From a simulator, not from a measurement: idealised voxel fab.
process module | voxel air gaps
cross-section cut | 255 nm wide | cells 5 nm
A cross-section is a grid of square cells, given in bands from the top down. A band is one or more rows of cells.
Each band's line starts with the height of the band's top and of its bottom, in nm. Then come its materials from left to right, each with its width in nm. One material with "throughout" fills the band from edge to edge. "air" is empty space.
Height 0 is the level under which the wafer as received is all one material. The lowest band goes on downwards, as in "0 down".
A width such as "30 to 40" changes by the same amount from each row of cells to the next, from the band's top row to its bottom row.
"no change" after a step means that no cell of the cross-section changed.
closed voids: empty space of 8 cells or more with no open way to the top, each as width x height at its distance from the left edge, in nm
after a step's settings: what the simulator itself notes on the step
overlay nm, on a step with a mask: how far to the right of its planned place the mask lay; to the left if negative
plan
1 op RECEIVE | material Si
2 op CONFORMAL_DEP | material SiO2 | thk nm 15
3 op CONFORMAL_DEP | material SiN | thk nm 5
4 op DIRECTIONAL_DEP | material SiO2 | thk nm 35
5 op MASKED_ETCH | tone open | mask id LINES | width nm 15 | pitch nm 45 | etch materials SiO2 | depth nm 35 | overlay nm 0
6 op CONFORMAL_DEP | material TiN | thk nm 5
7 op FILL_DEP | material W | thk nm 10
8 op CMP | height nm 55
9 op EPI | material Ru | thk nm 10
10 op SELECTIVE_ETCH | etch materials SiO2 | depth nm 45
11 op CONFORMAL_DEP | material SiN | thk nm 5
as received, after step 1
  0 down: Si throughout
  closed voids: none
first wafer at the end, as planned
  70 to 65: air 35 | SiN 180 | air 40
  65 to 55: air 35 | SiN 5 | Ru 35 | SiN 10 | Ru 35 | SiN 10 | Ru 35 | SiN 10 | Ru 35 | SiN 5 | air 40
  55 to 50: air 35 | SiN 15 | TiN 5 | W 5 | TiN 5 | SiN 30 | TiN 5 | W 5 | TiN 5 | SiN 30 | TiN 5 | W 5 | TiN 5 | SiN 30 | TiN 5 | W 5 | TiN 5 | SiN 15 | air 40
  50 to 25: air 45 | SiN 5 | TiN 5 | W 5 | TiN 5 | SiN 5 | air 20 | SiN 5 | TiN 5 | W 5 | TiN 5 | SiN 5 | air 20 | SiN 5 | TiN 5 | W 5 | TiN 5 | SiN 5 | air 20 | SiN 5 | TiN 5 | W 5 | TiN 5 | SiN 5 | air 50
  25 to 20: SiN 50 | TiN 15 | SiN 30 | TiN 15 | SiN 30 | TiN 15 | SiN 30 | TiN 15 | SiN 55
  20 to 15: SiN throughout
  15 to 0: SiO2 throughout
  0 down: Si throughout
  closed voids: 20 x 25 at 70; 20 x 25 at 115; 20 x 25 at 160
second wafer at the end: like start, like plan, one mistake
  60 to 50: SiN throughout
  50 to 0: SiO2 throughout
  0 down: Si throughout
  closed voids: none
what went wrong: steps 3 and 4 were swapped
at the end the second wafer has, in cells: 56 fewer of Ru | 104 fewer of SiN | 357 more of SiO2 | 60 fewer of TiN | 24 fewer of W
closed voids at the end (first wafer, second wafer): 3, 0
